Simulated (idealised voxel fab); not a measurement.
voxel double patterning: a process module
Each square cell in cross-section cut measures 5 nm, and the section as a whole is 160 nm wide.
Notation: cross-section as square-cell grid; stated in bands, top first, going down; one or more cell rows per band. The entry gives the band's vertical extent as a top height and a bottom height in nm, then its horizontal make-up as materials from left to right, each with a width in nm. "empty" stands for empty space; a single material marked "throughout" fills the band edge to edge. Height is counted from the level 0, under which the received wafer is composed throughout of one material. The lowest of the bands is not closed at the bottom but continues downward, in the notation "0 -> down". Width spec "30..40" -> top row of cells at first value, bottom row at second value, equal per-row change in between. It should be understood that the words "remained the same", when stated for a given step, signify that the cross-section underwent no change in any of its cells during that step. Any empty space of 8 cells or more lacking an open way to the top shows up in "Fully sealed voids" as width x height at distance, distance from the left edge, in nm. Text after the settings on a step's line: the simulator's own remark on that step. overlay nm: step with mask; distance mask lay right of planned place; negative value = left of planned place.

These are the steps we planned for the process
| 1 | RECEIVE with material Si |
| 2 | CONFORMAL_DEP with material SiO2, thk nm 10 |
| 3 | DIRECTIONAL_DEP with material polySi, thk nm 15 |
| 4 | DIRECTIONAL_DEP with material SiCN, thk nm 10 |
| 5 | MASKED_ETCH with tone open, mask id FIRST, width nm 15, pitch nm 50, etch materials SiCN, depth nm 10, overlay nm 0 |
| 6 | DIRECTIONAL_DEP with material aC, thk nm 10 |
| 7 | PATTERN with tone open, mask id SECOND, material resist, width nm 15, pitch nm 50, thk nm 25, overlay nm 0 |
| 8 | DIRECTIONAL_ETCH with etch materials aC, depth nm 10 |
| 9 | STRIP with etch materials resist |
| 10 | DIRECTIONAL_ETCH with etch materials SiCN, depth nm 10 |
| 11 | STRIP with etch materials aC |
| 12 | DIRECTIONAL_ETCH with etch materials polySi, depth nm 15 |
| 13 | STRIP with etch materials SiCN |

Incoming wafer, cross-sectional view, post step 1
- 0 -> down | Si throughout
- Fully sealed voids: none

Wafer cross-section at module end: first of two, run to plan
- 25 -> 10 | polySi 20, empty 15, polySi 10, empty 15, polySi 10, empty 15, polySi 10, empty 15, polySi 10, empty 15, polySi 25
- 10 -> 0 | SiO2 throughout
- 0 -> down | Si throughout
- Fully sealed voids: none

Wafer two, sectioned after the module: the first wafer's start, the first wafer's plan, and one mistake in how it was run
- 25 -> 15 | SiO2 throughout
- 15 -> 0 | polySi throughout
- 0 -> down | Si throughout
- Fully sealed voids: none
Heads up, the wafer didn't run the way we planned it: sequence error: steps 2 and 3 interchanged
Final difference in cells, second wafer against first, listed per material as more or fewer: polySi +45
